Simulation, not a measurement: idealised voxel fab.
You're looking at the process module voxel transistor to metal.
The cross-section shown here is cut; it is 215 nm wide and divided into square cells measuring 5 nm on a side.
Bands, listed from the top down, are how a cross-section gets written in this document; the cross-section itself is a grid of square cells, and a band is one or more rows of them. Per band: top height and bottom height in nm, followed by the left-to-right materials and their widths in nm; "full width" marks a single material spanning edge to edge, "air" marks empty space. It should be noted that heights are counted from 0, beneath which the wafer as supplied is of one material throughout, and that the lowest band possesses no lower boundary but continues downward, as written in "0 and below". So if you see something like "30->40" for the width, read it as the top row of the band sitting at the first number and the bottom row at the second, with every row in between moving by the same amount as the last. Where the words "nothing changed" appear for a step, the cross-section shows no cell changed by that step; every cell remained as before. Empty spaces without an open route to the top, at least 8 cells in extent, make up the entry "Entrapped voids"; each is given as width x height at distance, where the distance is measured from the left edge, and all are in nm. On each step's line, the part that comes after the settings is the simulator's own comment on the step. The setting "overlay nm" may be written on the line of a step. When the step uses a mask, the value reports how far to the right of the planned place the mask lay, and a negative value reports that it lay to the left.

Steps in the process plan:
step 1: RECEIVE with material Si
step 2: CONFORMAL_DEP with material SiO2, thk nm 5
step 3: CONFORMAL_DEP with material SiN, thk nm 15
step 4: DIRECTIONAL_DEP with material aC, thk nm 15
step 5: PATTERN with tone cover, mask id ACTIVE, material resist, width nm 120, thk nm 35, overlay nm 0
step 6: DIRECTIONAL_ETCH with etch materials aC, depth nm 15
step 7: STRIP with etch materials resist
step 8: DIRECTIONAL_ETCH with etch materials SiN, depth nm 15
step 9: DIRECTIONAL_ETCH with etch materials SiO2, depth nm 5
step 10: DIRECTIONAL_ETCH with etch materials Si, depth nm 20
step 11: STRIP with etch materials aC
step 12: OXIDIZE with depth nm 5
step 13: FILL_DEP with material SiO2, thk nm 15
step 14: CMP with height nm 20
step 15: SELECTIVE_ETCH with etch materials SiO2, depth nm 10
step 16: STRIP with etch materials SiN
step 17: SELECTIVE_ETCH with etch materials SiO2, depth nm 5
step 18: OXIDIZE with depth nm 5
step 19: DIRECTIONAL_DEP with material polySi, thk nm 25
step 20: DIRECTIONAL_DEP with material SiCN, thk nm 10
step 21: MASKED_ETCH with tone cover, mask id GATE, width nm 30, etch materials SiCN, depth nm 20, overlay nm 0
step 22: MASKED_ETCH with tone cover, mask id GATE, width nm 30, etch materials polySi, depth nm 35, overlay nm 0
step 23: CONFORMAL_DEP with material SiO2, thk nm 5
step 24: DIRECTIONAL_ETCH with etch materials SiO2, depth nm 5
step 25: CONFORMAL_DEP with material SiN, thk nm 10
step 26: DIRECTIONAL_ETCH with etch materials SiN, depth nm 10
step 27: DIRECTIONAL_ETCH with etch materials SiO2, depth nm 5
step 28: EPI with material nSi, thk nm 5
step 29: FILL_DEP with material SiO2, thk nm 10
step 30: CMP with height nm 25
step 31: STRIP with etch materials polySi
step 32: SELECTIVE_ETCH with etch materials SiO2, depth nm 5
step 33: CONFORMAL_DEP with material HfO2, thk nm 5
step 34: CONFORMAL_DEP with material TiN, thk nm 5
step 35: FILL_DEP with material W, thk nm 10
step 36: CMP with height nm 20
step 37: DIRECTIONAL_DEP with material SiO2, thk nm 10
step 38: PATTERN with tone open, mask id CONTACT, material resist, width nm 20, pitch nm 90, thk nm 20, overlay nm 0
step 39: DIRECTIONAL_ETCH with etch materials SiO2, depth nm 30
step 40: STRIP with etch materials resist
step 41: CONFORMAL_DEP with material TiN, thk nm 5
step 42: FILL_DEP with material Ru, thk nm 5
step 43: CMP with height nm 30
step 44: DIRECTIONAL_DEP with material TiN, thk nm 5
step 45: DIRECTIONAL_DEP with material Ru, thk nm 15
step 46: PATTERN with tone cover, mask id METAL_1, material resist, width nm 20, pitch nm 90, thk nm 20, overlay nm 0
step 47: DIRECTIONAL_ETCH with etch materials Ru, depth nm 15
step 48: DIRECTIONAL_ETCH with etch materials TiN, depth nm 5
step 49: STRIP with etch materials resist
step 50: CONFORMAL_DEP with material SiCN, thk nm 5
step 51: FILL_DEP with material SiO2, thk nm 5
step 52: CMP with height nm 50
step 53: CONFORMAL_DEP with material SiN, thk nm 5

First wafer out of two, processed as planned:

Cross-section, incoming material, after step 1:
    0 and below: Si full width
    Entrapped voids: none

Cross-section: wafer state after step 2:
    5 down to 0: SiO2 full width
    Nothing below the height 0 has changed.

Cross-section: wafer state after step 3:
    20 down to 5: SiN full width
    Nothing below the height 5 has changed.

Cross-section: wafer state after step 4:
    35 down to 20: aC full width
    Nothing below the height 20 has changed.

Cross-section: wafer state after step 5:
    70 down to 35: air 45; resist 120; air 50
    Nothing below the height 35 has changed.

Cross-section: wafer state after step 6:
    55 down to 35: air 45; resist 120; air 50
    35 down to 20: air 45; aC 120; air 50
    Nothing below the height 20 has changed.

Cross-section: wafer state after step 7:
    35 down to 20: air 45; aC 120; air 50
    Nothing below the height 20 has changed.

Cross-section: wafer state after step 8:
    35 down to 20: air 45; aC 120; air 50
    20 down to 5: air 45; SiN 120; air 50
    Nothing below the height 5 has changed.

Cross-section: wafer state after step 9:
    35 down to 20: air 45; aC 120; air 50
    20 down to 5: air 45; SiN 120; air 50
    5 down to 0: air 45; SiO2 120; air 50
    Nothing below the height 0 has changed.

Cross-section: wafer state after step 10:
    35 down to 20: air 45; aC 120; air 50
    20 down to 5: air 45; SiN 120; air 50
    5 down to 0: air 45; SiO2 120; air 50
    0 down to -20: air 45; Si 120; air 50
    Nothing below the height -20 has changed.

Cross-section: wafer state after step 11:
    20 down to 5: air 45; SiN 120; air 50
    Nothing below the height 5 has changed.

Cross-section: wafer state after step 12:
    20 down to 5: air 45; SiN 120; air 50
    5 down to 0: air 45; SiO2 120; air 50
    0 down to -20: air 45; SiO2 5; Si 110; SiO2 5; air 50
    -20 down to -25: SiO2 50; Si 110; SiO2 55
    Nothing below the height -25 has changed.

Cross-section: wafer state after step 13:
    35 down to 20: SiO2 full width
    20 down to 5: SiO2 45; SiN 120; SiO2 50
    5 down to 0: SiO2 full width
    0 down to -25: SiO2 50; Si 110; SiO2 55
    Nothing below the height -25 has changed.

Cross-section: wafer state after step 14:
    20 down to 5: SiO2 45; SiN 120; SiO2 50
    Nothing below the height 5 has changed.

Cross-section: wafer state after step 15:
    20 down to 10: air 45; SiN 120; air 50
    Nothing below the height 10 has changed.

Cross-section: wafer state after step 16:
    10 down to 5: SiO2 45; air 120; SiO2 50
    Nothing below the height 5 has changed.

Cross-section: wafer state after step 17:
    5 down to 0: SiO2 40; air 130; SiO2 45
    Nothing below the height 0 has changed.

Cross-section: wafer state after step 18:
    5 down to 0: SiO2 40; air 130; SiO2 45
    0 down to -5: SiO2 full width
    Nothing below the height -5 has changed.

Cross-section: wafer state after step 19:
    30 down to 25: polySi 40; air 130; polySi 45
    25 down to 5: polySi full width
    5 down to 0: SiO2 40; polySi 130; SiO2 45
    Nothing below the height 0 has changed.

Cross-section: wafer state after step 20:
    40 down to 35: SiCN 40; air 130; SiCN 45
    35 down to 30: SiCN full width
    30 down to 25: polySi 40; SiCN 130; polySi 45
    Nothing below the height 25 has changed.

Cross-section: wafer state after step 21:
    35 down to 30: air 90; SiCN 30; air 95
    30 down to 25: polySi 40; air 50; SiCN 30; air 50; polySi 45
    Nothing below the height 25 has changed.

Cross-section: wafer state after step 22:
    35 down to 25: air 90; SiCN 30; air 95
    25 down to 5: air 90; polySi 30; air 95
    5 down to 0: SiO2 40; air 50; polySi 30; air 50; SiO2 45
    Nothing below the height 0 has changed.

Cross-section: wafer state after step 23:
    40 down to 35: air 85; SiO2 40; air 90
    35 down to 25: air 85; SiO2 5; SiCN 30; SiO2 5; air 90
    25 down to 10: air 85; SiO2 5; polySi 30; SiO2 5; air 90
    10 down to 5: SiO2 45; air 40; SiO2 5; polySi 30; SiO2 5; air 40; SiO2 50
    5 down to 0: SiO2 90; polySi 30; SiO2 95
    Nothing below the height 0 has changed.

Cross-section: wafer state after step 24:
    35 down to 25: air 85; SiO2 5; SiCN 30; SiO2 5; air 90
    25 down to 5: air 85; SiO2 5; polySi 30; SiO2 5; air 90
    5 down to 0: SiO2 45; air 40; SiO2 5; polySi 30; SiO2 5; air 40; SiO2 50
    Nothing below the height 0 has changed.

Cross-section: wafer state after step 25:
    45 down to 35: air 75; SiN 60; air 80
    35 down to 25: air 75; SiN 10; SiO2 5; SiCN 30; SiO2 5; SiN 10; air 80
    25 down to 15: air 75; SiN 10; SiO2 5; polySi 30; SiO2 5; SiN 10; air 80
    15 down to 10: SiN 55; air 20; SiN 10; SiO2 5; polySi 30; SiO2 5; SiN 10; air 20; SiN 60
    10 down to 5: SiN 85; SiO2 5; polySi 30; SiO2 5; SiN 90
    5 down to 0: SiO2 45; SiN 40; SiO2 5; polySi 30; SiO2 5; SiN 40; SiO2 50
    Nothing below the height 0 has changed.

Cross-section: wafer state after step 26:
    35 down to 25: air 75; SiN 10; SiO2 5; SiCN 30; SiO2 5; SiN 10; air 80
    25 down to 5: air 75; SiN 10; SiO2 5; polySi 30; SiO2 5; SiN 10; air 80
    5 down to 0: SiO2 45; SiN 10; air 20; SiN 10; SiO2 5; polySi 30; SiO2 5; SiN 10; air 20; SiN 10; SiO2 50
    Nothing below the height 0 has changed.

Cross-section: wafer state after step 27:
    35 down to 30: air 75; SiN 10; air 5; SiCN 30; air 5; SiN 10; air 80
    30 down to 25: air 75; SiN 10; SiO2 5; SiCN 30; SiO2 5; SiN 10; air 80
    25 down to 5: air 75; SiN 10; SiO2 5; polySi 30; SiO2 5; SiN 10; air 80
    5 down to 0: air 45; SiN 10; air 20; SiN 10; SiO2 5; polySi 30; SiO2 5; SiN 10; air 20; SiN 10; air 50
    0 down to -5: SiO2 55; air 20; SiO2 60; air 20; SiO2 60
    Nothing below the height -5 has changed.

Cross-section: wafer state after step 28:
    35 down to 30: air 75; SiN 10; air 5; SiCN 30; air 5; SiN 10; air 80
    30 down to 25: air 75; SiN 10; SiO2 5; SiCN 30; SiO2 5; SiN 10; air 80
    25 down to 5: air 75; SiN 10; SiO2 5; polySi 30; SiO2 5; SiN 10; air 80
    5 down to 0: air 45; SiN 10; air 20; SiN 10; SiO2 5; polySi 30; SiO2 5; SiN 10; air 20; SiN 10; air 50
    0 down to -5: SiO2 55; nSi 20; SiO2 60; nSi 20; SiO2 60
    Nothing below the height -5 has changed.

Cross-section: wafer state after step 29:
    45 down to 35: SiO2 full width
    35 down to 25: SiO2 75; SiN 10; SiO2 5; SiCN 30; SiO2 5; SiN 10; SiO2 80
    25 down to 5: SiO2 75; SiN 10; SiO2 5; polySi 30; SiO2 5; SiN 10; SiO2 80
    5 down to 0: SiO2 45; SiN 10; SiO2 20; SiN 10; SiO2 5; polySi 30; SiO2 5; SiN 10; SiO2 20; SiN 10; SiO2 50
    Nothing below the height 0 has changed.

Cross-section: wafer state after step 30:
    25 down to 5: SiO2 75; SiN 10; SiO2 5; polySi 30; SiO2 5; SiN 10; SiO2 80
    Nothing below the height 5 has changed.

Cross-section: wafer state after step 31:
    25 down to 5: SiO2 75; SiN 10; SiO2 5; air 30; SiO2 5; SiN 10; SiO2 80
    5 down to 0: SiO2 45; SiN 10; SiO2 20; SiN 10; SiO2 5; air 30; SiO2 5; SiN 10; SiO2 20; SiN 10; SiO2 50
    Nothing below the height 0 has changed.

Cross-section: wafer state after step 32:
    25 down to 20: air 75; SiN 10; air 40; SiN 10; air 80
    20 down to 5: SiO2 75; SiN 10; air 40; SiN 10; SiO2 80
    5 down to 0: SiO2 45; SiN 10; SiO2 20; SiN 10; air 40; SiN 10; SiO2 20; SiN 10; SiO2 50
    0 down to -5: SiO2 55; nSi 20; SiO2 10; air 40; SiO2 10; nSi 20; SiO2 60
    Nothing below the height -5 has changed.

Cross-section: wafer state after step 33:
    30 down to 25: air 70; HfO2 20; air 30; HfO2 20; air 75
    25 down to 20: HfO2 75; SiN 10; HfO2 5; air 30; HfO2 5; SiN 10; HfO2 80
    20 down to 5: SiO2 75; SiN 10; HfO2 5; air 30; HfO2 5; SiN 10; SiO2 80
    5 down to 0: SiO2 45; SiN 10; SiO2 20; SiN 10; HfO2 5; air 30; HfO2 5; SiN 10; SiO2 20; SiN 10; SiO2 50
    0 down to -5: SiO2 55; nSi 20; SiO2 10; HfO2 40; SiO2 10; nSi 20; SiO2 60
    Nothing below the height -5 has changed.

Cross-section: wafer state after step 34:
    35 down to 30: air 65; TiN 30; air 20; TiN 30; air 70
    30 down to 25: TiN 70; HfO2 20; TiN 5; air 20; TiN 5; HfO2 20; TiN 75
    25 down to 20: HfO2 75; SiN 10; HfO2 5; TiN 5; air 20; TiN 5; HfO2 5; SiN 10; HfO2 80
    20 down to 5: SiO2 75; SiN 10; HfO2 5; TiN 5; air 20; TiN 5; HfO2 5; SiN 10; SiO2 80
    5 down to 0: SiO2 45; SiN 10; SiO2 20; SiN 10; HfO2 5; TiN 30; HfO2 5; SiN 10; SiO2 20; SiN 10; SiO2 50
    Nothing below the height 0 has changed.

Cross-section: wafer state after step 35:
    45 down to 35: W full width
    35 down to 30: W 65; TiN 30; W 20; TiN 30; W 70
    30 down to 25: TiN 70; HfO2 20; TiN 5; W 20; TiN 5; HfO2 20; TiN 75
    25 down to 20: HfO2 75; SiN 10; HfO2 5; TiN 5; W 20; TiN 5; HfO2 5; SiN 10; HfO2 80
    20 down to 5: SiO2 75; SiN 10; HfO2 5; TiN 5; W 20; TiN 5; HfO2 5; SiN 10; SiO2 80
    Nothing below the height 5 has changed.

Cross-section: wafer state after step 36:
    20 down to 5: SiO2 75; SiN 10; HfO2 5; TiN 5; W 20; TiN 5; HfO2 5; SiN 10; SiO2 80
    Nothing below the height 5 has changed.

Cross-section: wafer state after step 37:
    30 down to 20: SiO2 full width
    Nothing below the height 20 has changed.

Cross-section: wafer state after step 38:
    50 down to 30: resist 50; air 20; resist 70; air 20; resist 55
    Nothing below the height 30 has changed.

Cross-section: wafer state after step 39:
    50 down to 30: resist 50; air 20; resist 70; air 20; resist 55
    30 down to 20: SiO2 50; air 20; SiO2 70; air 20; SiO2 55
    20 down to 5: SiO2 50; air 20; SiO2 5; SiN 10; HfO2 5; TiN 5; W 20; TiN 5; HfO2 5; SiN 10; SiO2 5; air 20; SiO2 55
    5 down to 0: SiO2 45; SiN 10; air 15; SiO2 5; SiN 10; HfO2 5; TiN 30; HfO2 5; SiN 10; SiO2 5; air 15; SiN 10; SiO2 50
    Nothing below the height 0 has changed.

Cross-section: wafer state after step 40:
    30 down to 20: SiO2 50; air 20; SiO2 70; air 20; SiO2 55
    Nothing below the height 20 has changed.

Cross-section: wafer state after step 41:
    35 down to 30: TiN 55; air 10; TiN 80; air 10; TiN 60
    30 down to 20: SiO2 50; TiN 5; air 10; TiN 5; SiO2 70; TiN 5; air 10; TiN 5; SiO2 55
    20 down to 10: SiO2 50; TiN 5; air 10; TiN 5; SiO2 5; SiN 10; HfO2 5; TiN 5; W 20; TiN 5; HfO2 5; SiN 10; SiO2 5; TiN 5; air 10; TiN 5; SiO2 55
    10 down to 5: SiO2 50; TiN 10; air 5; TiN 5; SiO2 5; SiN 10; HfO2 5; TiN 5; W 20; TiN 5; HfO2 5; SiN 10; SiO2 5; TiN 5; air 5; TiN 10; SiO2 55
    5 down to 0: SiO2 45; SiN 10; TiN 15; SiO2 5; SiN 10; HfO2 5; TiN 30; HfO2 5; SiN 10; SiO2 5; TiN 15; SiN 10; SiO2 50
    Nothing below the height 0 has changed.

Cross-section: wafer state after step 42:
    40 down to 35: Ru full width
    35 down to 30: TiN 55; Ru 10; TiN 80; Ru 10; TiN 60
    30 down to 20: SiO2 50; TiN 5; Ru 10; TiN 5; SiO2 70; TiN 5; Ru 10; TiN 5; SiO2 55
    20 down to 10: SiO2 50; TiN 5; Ru 10; TiN 5; SiO2 5; SiN 10; HfO2 5; TiN 5; W 20; TiN 5; HfO2 5; SiN 10; SiO2 5; TiN 5; Ru 10; TiN 5; SiO2 55
    10 down to 5: SiO2 50; TiN 10; Ru 5; TiN 5; SiO2 5; SiN 10; HfO2 5; TiN 5; W 20; TiN 5; HfO2 5; SiN 10; SiO2 5; TiN 5; Ru 5; TiN 10; SiO2 55
    Nothing below the height 5 has changed.

Cross-section: wafer state after step 43:
    30 down to 20: SiO2 50; TiN 5; Ru 10; TiN 5; SiO2 70; TiN 5; Ru 10; TiN 5; SiO2 55
    Nothing below the height 20 has changed.

Cross-section: wafer state after step 44:
    35 down to 30: TiN full width
    Nothing below the height 30 has changed.

Cross-section: wafer state after step 45:
    50 down to 35: Ru full width
    Nothing below the height 35 has changed.

Cross-section: wafer state after step 46:
    70 down to 50: air 50; resist 20; air 70; resist 20; air 55
    Nothing below the height 50 has changed.

Cross-section: wafer state after step 47:
    70 down to 50: air 50; resist 20; air 70; resist 20; air 55
    50 down to 35: air 50; Ru 20; air 70; Ru 20; air 55
    Nothing below the height 35 has changed.

Cross-section: wafer state after step 48:
    70 down to 50: air 50; resist 20; air 70; resist 20; air 55
    50 down to 35: air 50; Ru 20; air 70; Ru 20; air 55
    35 down to 30: air 50; TiN 20; air 70; TiN 20; air 55
    Nothing below the height 30 has changed.

Cross-section: wafer state after step 49:
    50 down to 35: air 50; Ru 20; air 70; Ru 20; air 55
    Nothing below the height 35 has changed.

Cross-section: wafer state after step 50:
    55 down to 50: air 45; SiCN 30; air 60; SiCN 30; air 50
    50 down to 35: air 45; SiCN 5; Ru 20; SiCN 5; air 60; SiCN 5; Ru 20; SiCN 5; air 50
    35 down to 30: SiCN 50; TiN 20; SiCN 70; TiN 20; SiCN 55
    Nothing below the height 30 has changed.

Cross-section: wafer state after step 51:
    60 down to 55: SiO2 full width
    55 down to 50: SiO2 45; SiCN 30; SiO2 60; SiCN 30; SiO2 50
    50 down to 35: SiO2 45; SiCN 5; Ru 20; SiCN 5; SiO2 60; SiCN 5; Ru 20; SiCN 5; SiO2 50
    Nothing below the height 35 has changed.

Cross-section: wafer state after step 52:
    50 down to 35: SiO2 45; SiCN 5; Ru 20; SiCN 5; SiO2 60; SiCN 5; Ru 20; SiCN 5; SiO2 50
    Nothing below the height 35 has changed.

Cross-section: wafer state after step 53:
    55 down to 50: SiN full width
    Nothing below the height 50 has changed.

Wafer two: like wafer one in start and plan, but with one mistake in execution; identical up to and including step 32:

Second wafer, section view, time point: scheduled end of step 33: nothing changed

Second wafer, section view, time point: scheduled end of step 34:
    30 down to 25: air 70; TiN 20; air 30; TiN 20; air 75
    25 down to 20: TiN 75; SiN 10; TiN 5; air 30; TiN 5; SiN 10; TiN 80
    20 down to 5: SiO2 75; SiN 10; TiN 5; air 30; TiN 5; SiN 10; SiO2 80
    5 down to 0: SiO2 45; SiN 10; SiO2 20; SiN 10; TiN 5; air 30; TiN 5; SiN 10; SiO2 20; SiN 10; SiO2 50
    0 down to -5: SiO2 55; nSi 20; SiO2 10; TiN 40; SiO2 10; nSi 20; SiO2 60
    Nothing below the height -5 has changed.

Second wafer, section view, time point: scheduled end of step 35:
    40 down to 30: W full width
    30 down to 25: W 70; TiN 20; W 30; TiN 20; W 75
    25 down to 20: TiN 75; SiN 10; TiN 5; W 30; TiN 5; SiN 10; TiN 80
    20 down to 5: SiO2 75; SiN 10; TiN 5; W 30; TiN 5; SiN 10; SiO2 80
    5 down to 0: SiO2 45; SiN 10; SiO2 20; SiN 10; TiN 5; W 30; TiN 5; SiN 10; SiO2 20; SiN 10; SiO2 50
    Nothing below the height 0 has changed.

Second wafer, section view, time point: scheduled end of step 36:
    20 down to 5: SiO2 75; SiN 10; TiN 5; W 30; TiN 5; SiN 10; SiO2 80
    Nothing below the height 5 has changed.

Second wafer, section view, time point: scheduled end of step 37:
    30 down to 20: SiO2 full width
    Nothing below the height 20 has changed.

Second wafer, section view, time point: scheduled end of step 38:
    50 down to 30: resist 50; air 20; resist 70; air 20; resist 55
    Nothing below the height 30 has changed.

Second wafer, section view, time point: scheduled end of step 39:
    50 down to 30: resist 50; air 20; resist 70; air 20; resist 55
    30 down to 20: SiO2 50; air 20; SiO2 70; air 20; SiO2 55
    20 down to 5: SiO2 50; air 20; SiO2 5; SiN 10; TiN 5; W 30; TiN 5; SiN 10; SiO2 5; air 20; SiO2 55
    5 down to 0: SiO2 45; SiN 10; air 15; SiO2 5; SiN 10; TiN 5; W 30; TiN 5; SiN 10; SiO2 5; air 15; SiN 10; SiO2 50
    Nothing below the height 0 has changed.

Second wafer, section view, time point: scheduled end of step 40:
    30 down to 20: SiO2 50; air 20; SiO2 70; air 20; SiO2 55
    Nothing below the height 20 has changed.

Second wafer, section view, time point: scheduled end of step 41:
    35 down to 30: TiN 55; air 10; TiN 80; air 10; TiN 60
    30 down to 20: SiO2 50; TiN 5; air 10; TiN 5; SiO2 70; TiN 5; air 10; TiN 5; SiO2 55
    20 down to 10: SiO2 50; TiN 5; air 10; TiN 5; SiO2 5; SiN 10; TiN 5; W 30; TiN 5; SiN 10; SiO2 5; TiN 5; air 10; TiN 5; SiO2 55
    10 down to 5: SiO2 50; TiN 10; air 5; TiN 5; SiO2 5; SiN 10; TiN 5; W 30; TiN 5; SiN 10; SiO2 5; TiN 5; air 5; TiN 10; SiO2 55
    5 down to 0: SiO2 45; SiN 10; TiN 15; SiO2 5; SiN 10; TiN 5; W 30; TiN 5; SiN 10; SiO2 5; TiN 15; SiN 10; SiO2 50
    Nothing below the height 0 has changed.

Second wafer, section view, time point: scheduled end of step 42:
    40 down to 35: Ru full width
    35 down to 30: TiN 55; Ru 10; TiN 80; Ru 10; TiN 60
    30 down to 20: SiO2 50; TiN 5; Ru 10; TiN 5; SiO2 70; TiN 5; Ru 10; TiN 5; SiO2 55
    20 down to 10: SiO2 50; TiN 5; Ru 10; TiN 5; SiO2 5; SiN 10; TiN 5; W 30; TiN 5; SiN 10; SiO2 5; TiN 5; Ru 10; TiN 5; SiO2 55
    10 down to 5: SiO2 50; TiN 10; Ru 5; TiN 5; SiO2 5; SiN 10; TiN 5; W 30; TiN 5; SiN 10; SiO2 5; TiN 5; Ru 5; TiN 10; SiO2 55
    Nothing below the height 5 has changed.

Second wafer, section view, time point: scheduled end of step 43:
    30 down to 20: SiO2 50; TiN 5; Ru 10; TiN 5; SiO2 70; TiN 5; Ru 10; TiN 5; SiO2 55
    Nothing below the height 20 has changed.

Second wafer, section view, time point: scheduled end of step 44:
    35 down to 30: TiN full width
    Nothing below the height 30 has changed.

Second wafer, section view, time point: scheduled end of step 45:
    50 down to 35: Ru full width
    Nothing below the height 35 has changed.

Second wafer, section view, time point: scheduled end of step 46:
    70 down to 50: air 50; resist 20; air 70; resist 20; air 55
    Nothing below the height 50 has changed.

Second wafer, section view, time point: scheduled end of step 47:
    70 down to 50: air 50; resist 20; air 70; resist 20; air 55
    50 down to 35: air 50; Ru 20; air 70; Ru 20; air 55
    Nothing below the height 35 has changed.

Second wafer, section view, time point: scheduled end of step 48:
    70 down to 50: air 50; resist 20; air 70; resist 20; air 55
    50 down to 35: air 50; Ru 20; air 70; Ru 20; air 55
    35 down to 30: air 50; TiN 20; air 70; TiN 20; air 55
    Nothing below the height 30 has changed.

Second wafer, section view, time point: scheduled end of step 49:
    50 down to 35: air 50; Ru 20; air 70; Ru 20; air 55
    Nothing below the height 35 has changed.

Second wafer, section view, time point: scheduled end of step 50:
    55 down to 50: air 45; SiCN 30; air 60; SiCN 30; air 50
    50 down to 35: air 45; SiCN 5; Ru 20; SiCN 5; air 60; SiCN 5; Ru 20; SiCN 5; air 50
    35 down to 30: SiCN 50; TiN 20; SiCN 70; TiN 20; SiCN 55
    Nothing below the height 30 has changed.

Second wafer, section view, time point: scheduled end of step 51:
    60 down to 55: SiO2 full width
    55 down to 50: SiO2 45; SiCN 30; SiO2 60; SiCN 30; SiO2 50
    50 down to 35: SiO2 45; SiCN 5; Ru 20; SiCN 5; SiO2 60; SiCN 5; Ru 20; SiCN 5; SiO2 50
    Nothing below the height 35 has changed.

Second wafer, section view, time point: scheduled end of step 52:
    50 down to 35: SiO2 45; SiCN 5; Ru 20; SiCN 5; SiO2 60; SiCN 5; Ru 20; SiCN 5; SiO2 50
    Nothing below the height 35 has changed.

Second wafer, section view, time point: scheduled end of step 53:
    55 down to 50: SiN full width
    Nothing below the height 50 has changed.
Want to know what went wrong? yeah, step 33 of the plan got skipped, never ran
Per the end-of-run cell counts, the second wafer holds more or fewer of some materials than the first: HfO2 -16; TiN +4; W +12
